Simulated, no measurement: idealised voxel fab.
The name of this process module is voxel plated lines.
Section shown: cut. Width: 215 nm. Cell size: 5 nm, square.
In what follows, cross-sections appear as grids of square cells, described through bands that run from the top down, where every band is one or more rows of cells. Top, bottom (nm), then materials left to right with widths (nm); lone material tagged "throughout" fills the whole band edge to edge; "empty" = empty space. A quick word on heights: they are counted from 0, and under that level the wafer as it came to us is one material throughout. The lowest band is different from the rest in having no bottom; it simply continues downward, written as in "from 0 down". A width given as "30..40" starts at the first number in the band's top row and ends at the second number in its bottom row, shifting by an equal amount at every step from row to row. A step reported as "identical to before" is a step in which no cell of the cross-section changed. Entry "Catalogued sealed voids". Content: empty spaces with no open connection to the top, size 8 cells or greater. Each: width x height at distance. Distance: from left edge. Unit: nm. The remark found on a step's line after its settings is issued by the simulator itself and pertains to that step. Regarding "overlay nm": on a step with a mask, it is the distance the mask lay to the right of its planned place; a negative value places it to the left.
-- Steps planned for the process
1,RECEIVE,material Si
2,CONFORMAL_DEP,material SiN,thk nm 10
3,DIRECTIONAL_DEP,material TiN,thk nm 5
4,PATTERN,tone open,mask id LINES,material resist,width nm 25,pitch nm 45,thk nm 40,overlay nm 0
5,EPI,material Ru,thk nm 10
6,EPI,material Ru,thk nm 10
7,EPI,material Ru,thk nm 10
8,STRIP,etch materials resist
9,DIRECTIONAL_ETCH,etch materials TiN,depth nm 5
10,CONFORMAL_DEP,material SiCN,thk nm 10
-- Below: the first of two wafers, run as planned
-- Wafer cross-section on receipt, i.e. after step 1
	from 0 down: Si throughout
	Catalogued sealed voids: none
-- Wafer after step 2 (cross-section)
	from 10 to 0: SiN throughout
	For the remainder of the cross-section, below 0, there is no change.
-- Wafer after step 3 (cross-section)
	from 15 to 10: TiN throughout
	For the remainder of the cross-section, below 10, there is no change.
-- Wafer after step 4 (cross-section)
	from 55 to 15: 50 resist | 25 empty | 20 resist | 25 empty | 20 resist | 25 empty | 50 resist
	For the remainder of the cross-section, below 15, there is no change.
-- Wafer after step 5 (cross-section)
	from 55 to 25: 50 resist | 25 empty | 20 resist | 25 empty | 20 resist | 25 empty | 50 resist
	from 25 to 15: 50 resist | 25 Ru | 20 resist | 25 Ru | 20 resist | 25 Ru | 50 resist
	For the remainder of the cross-section, below 15, there is no change.
-- Wafer after step 6 (cross-section)
	from 55 to 35: 50 resist | 25 empty | 20 resist | 25 empty | 20 resist | 25 empty | 50 resist
	from 35 to 15: 50 resist | 25 Ru | 20 resist | 25 Ru | 20 resist | 25 Ru | 50 resist
	For the remainder of the cross-section, below 15, there is no change.
-- Wafer after step 7 (cross-section)
	from 55 to 45: 50 resist | 25 empty | 20 resist | 25 empty | 20 resist | 25 empty | 50 resist
	from 45 to 15: 50 resist | 25 Ru | 20 resist | 25 Ru | 20 resist | 25 Ru | 50 resist
	For the remainder of the cross-section, below 15, there is no change.
-- Wafer after step 8 (cross-section)
	from 45 to 15: 50 empty | 25 Ru | 20 empty | 25 Ru | 20 empty | 25 Ru | 50 empty
	For the remainder of the cross-section, below 15, there is no change.
-- Wafer after step 9 (cross-section)
	from 45 to 15: 50 empty | 25 Ru | 20 empty | 25 Ru | 20 empty | 25 Ru | 50 empty
	from 15 to 10: 50 empty | 25 TiN | 20 empty | 25 TiN | 20 empty | 25 TiN | 50 empty
	For the remainder of the cross-section, below 10, there is no change.
-- Wafer after step 10 (cross-section)
	from 55 to 45: 40 empty | 135 SiCN | 40 empty
	from 45 to 20: 40 empty | 10 SiCN | 25 Ru | 20 SiCN | 25 Ru | 20 SiCN | 25 Ru | 10 SiCN | 40 empty
	from 20 to 15: 50 SiCN | 25 Ru | 20 SiCN | 25 Ru | 20 SiCN | 25 Ru | 50 SiCN
	from 15 to 10: 50 SiCN | 25 TiN | 20 SiCN | 25 TiN | 20 SiCN | 25 TiN | 50 SiCN
	For the remainder of the cross-section, below 10, there is no change.
-- Wafer two of two - same starting point, same process plan, one mistake in execution; matches wafer one up to and including step 3
-- Cross-sectional view of the second wafer at the intended end time of process step 4
	from 55 to 15: 40 resist | 25 empty | 20 resist | 25 empty | 20 resist | 25 empty | 60 resist
	For the remainder of the cross-section, below 15, there is no change.
-- Cross-sectional view of the second wafer at the intended end time of process step 5
	from 55 to 25: 40 resist | 25 empty | 20 resist | 25 empty | 20 resist | 25 empty | 60 resist
	from 25 to 15: 40 resist | 25 Ru | 20 resist | 25 Ru | 20 resist | 25 Ru | 60 resist
	For the remainder of the cross-section, below 15, there is no change.
-- Cross-sectional view of the second wafer at the intended end time of process step 6
	from 55 to 35: 40 resist | 25 empty | 20 resist | 25 empty | 20 resist | 25 empty | 60 resist
	from 35 to 15: 40 resist | 25 Ru | 20 resist | 25 Ru | 20 resist | 25 Ru | 60 resist
	For the remainder of the cross-section, below 15, there is no change.
-- Cross-sectional view of the second wafer at the intended end time of process step 7
	from 55 to 45: 40 resist | 25 empty | 20 resist | 25 empty | 20 resist | 25 empty | 60 resist
	from 45 to 15: 40 resist | 25 Ru | 20 resist | 25 Ru | 20 resist | 25 Ru | 60 resist
	For the remainder of the cross-section, below 15, there is no change.
-- Cross-sectional view of the second wafer at the intended end time of process step 8
	from 45 to 15: 40 empty | 25 Ru | 20 empty | 25 Ru | 20 empty | 25 Ru | 60 empty
	For the remainder of the cross-section, below 15, there is no change.
-- Cross-sectional view of the second wafer at the intended end time of process step 9
	from 45 to 15: 40 empty | 25 Ru | 20 empty | 25 Ru | 20 empty | 25 Ru | 60 empty
	from 15 to 10: 40 empty | 25 TiN | 20 empty | 25 TiN | 20 empty | 25 TiN | 60 empty
	For the remainder of the cross-section, below 10, there is no change.
-- Cross-sectional view of the second wafer at the intended end time of process step 10
	from 55 to 45: 30 empty | 135 SiCN | 50 empty
	from 45 to 20: 30 empty | 10 SiCN | 25 Ru | 20 SiCN | 25 Ru | 20 SiCN | 25 Ru | 10 SiCN | 50 empty
	from 20 to 15: 40 SiCN | 25 Ru | 20 SiCN | 25 Ru | 20 SiCN | 25 Ru | 60 SiCN
	from 15 to 10: 40 SiCN | 25 TiN | 20 SiCN | 25 TiN | 20 SiCN | 25 TiN | 60 SiCN
	For the remainder of the cross-section, below 10, there is no change.
Finding, execution versus plan: step 4 went in with a setting other than planned; the actual run was PATTERN,tone open,mask id LINES,material resist,width nm 25,pitch nm 45,thk nm 40,overlay nm -10
If you tally the cells, the second wafer ends up with the same amount of every material as the first; it's all just sitting in different places.
